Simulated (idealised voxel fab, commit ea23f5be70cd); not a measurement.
process module | voxel released beams
cross-section cut | 245 nm wide | cells 5 nm
A cross-section is a grid of square cells, given in bands from the top down. A band is one or more rows of cells.
Each band's line starts with the height of the band's top and of its bottom, in nm. Then come its materials from left to right, each with its width in nm. One material with "throughout" fills the band from edge to edge. "air" is empty space.
Height 0 is the level under which the wafer as received is all one material. The lowest band goes on downwards, as in "0 down".
A width such as "30 to 40" changes by the same amount from each row of cells to the next, from the band's top row to its bottom row.
"no change" after a step means that no cell of the cross-section changed.
closed voids: empty space of 8 cells or more with no open way to the top, each as width x height at its distance from the left edge, in nm
after a step's settings: what the simulator itself notes on the step
overlay nm, on a step with a mask: how far to the right of its planned place the mask lay; to the left if negative
plan
1 op RECEIVE | material Si
2 op CONFORMAL_DEP | material Al2O3 | thk nm 5
3 op DIRECTIONAL_DEP | material SiO2 | thk nm 15
4 op DIRECTIONAL_DEP | material aC | thk nm 10
5 op PATTERN | tone open | mask id ANCHOR | material resist | width nm 25 | thk nm 30 | overlay nm 0
6 op DIRECTIONAL_ETCH | etch materials aC | depth nm 10
7 op STRIP | etch materials resist
8 op DIRECTIONAL_ETCH | etch materials SiO2 | depth nm 15
9 op STRIP | etch materials aC
10 op CONFORMAL_DEP | material polySi | thk nm 10
11 op DIRECTIONAL_DEP | material aC | thk nm 15
12 op PATTERN | tone cover | mask id BEAM | material resist | width nm 80 | thk nm 30 | overlay nm 0
13 op DIRECTIONAL_ETCH | etch materials aC | depth nm 15
14 op STRIP | etch materials resist
15 op DIRECTIONAL_ETCH | etch materials polySi | depth nm 10
16 op STRIP | etch materials aC
17 op STRIP | etch materials SiO2
as received, after step 1
  0 down: Si throughout
  closed voids: none
first wafer at the end, as planned
  30 to 20: air 80 | polySi 15 | air 5 | polySi 60 | air 85
  20 to 15: air 85 | polySi 10 | air 5 | polySi 10 | air 135
  15 to 5: air 85 | polySi 25 | air 135
  5 to 0: Al2O3 throughout
  0 down: Si throughout
  closed voids: none
second wafer at the end: like start, like plan, one mistake
  40 to 30: air 80 | polySi 80 | air 85
  30 to 20: polySi throughout
  20 to 5: SiO2 throughout
  5 to 0: Al2O3 throughout
  0 down: Si throughout
  closed voids: none
what went wrong: step 4 ran as: op DIRECTIONAL_DEP | material polySi | thk nm 10
at the end the second wafer has, in cells: 147 more of SiO2 | 86 more of polySi
